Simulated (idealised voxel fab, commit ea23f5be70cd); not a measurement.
Process module name: voxel self aligned contacts
Section cut is 230 nm wide and gridded with 5 nm square cells.
A cross-section in this document is a grid of square cells, and it is written down as bands, the top band listed before the ones below it; a band is made up of one or more rows of cells.
Quick guide to a band line: top height, bottom height (nm) up front; then every material left to right with its width in nm. Only one material and it's marked "everywhere"? Then it fills the band edge to edge. And "air" just means empty space.
Heads up on the height convention: 0 is the point under which the incoming wafer is all one material, and the lowest band has no bottom, it just keeps going down, like "0..down".
When a width is written as two numbers, as in "30 to 40", the first number is the width in the top row of cells of the band and the second is the width in its bottom row, and the width changes by the same amount from each row to the next.
A step reported as "changes: none" is a step in which no cell of the cross-section changed.
The label "Entrapped voids" introduces a list of the empty spaces, 8 cells or larger, that have no open way up to the top; each entry in it reads width x height at distance, where the distance is taken from the left edge and all three are stated in nm.
Read whatever lies past the settings on a step's line as the simulator's own remark about the step.
The optional step-line setting "overlay nm" applies to steps with a mask and quantifies how far to the right of its planned location the mask lay, a negative value indicating leftward placement.
List of planned process steps
1: RECEIVE: material Si
2: OXIDIZE: depth nm 5
3: DIRECTIONAL_DEP: material polySi, thk nm 20
4: DIRECTIONAL_DEP: material SiN, thk nm 25
5: MASKED_ETCH: tone cover, mask id GATE, width nm 35, pitch nm 75, etch materials SiN, depth nm 25, overlay nm 0
6: MASKED_ETCH: tone cover, mask id GATE, width nm 35, pitch nm 75, etch materials polySi, depth nm 20, overlay nm 0
7: CONFORMAL_DEP: material SiN, thk nm 10
8: DIRECTIONAL_ETCH: etch materials SiN, depth nm 10
9: FILL_DEP: material SiO2, thk nm 15
10: CMP: height nm 50
11: DIRECTIONAL_DEP: material aC, thk nm 10
12: PATTERN: tone open, mask id CONTACT, material resist, width nm 60, pitch nm 75, thk nm 30, overlay nm 0
13: DIRECTIONAL_ETCH: etch materials aC, depth nm 10
14: STRIP: etch materials resist
15: DIRECTIONAL_ETCH: etch materials SiO2, depth nm 55
16: STRIP: etch materials aC
17: CONFORMAL_DEP: material TiN, thk nm 5
18: FILL_DEP: material Ru, thk nm 10
19: CMP: height nm 50
20: CONFORMAL_DEP: material SiCN, thk nm 5
Cross-section of the incoming wafer, state after step 1
    0..down: Si everywhere
    Entrapped voids: none
The cross-section shown corresponds to the wafer at the conclusion of the module. The initial structure and the process plan are those presented above; however, one mistake occurred in executing the plan
    55..50: SiCN everywhere
    50..20: SiO2: 5, SiN: 65, TiN: 10, SiN: 65, TiN: 10, SiN: 65, SiO2: 10
    20..5: SiO2: 5, SiN: 15, polySi: 35, SiN: 15, TiN: 10, SiN: 15, polySi: 35, SiN: 15, TiN: 10, SiN: 15, polySi: 35, SiN: 15, SiO2: 10
    5..0: SiN: 20, polySi: 35, SiN: 40, polySi: 35, SiN: 40, polySi: 35, SiN: 25
    0..-5: SiO2 everywhere
    -5..down: Si everywhere
    Entrapped voids: none
So what did we get wrong on this run? step 7 ran as: CONFORMAL_DEP: material SiN, thk nm 15
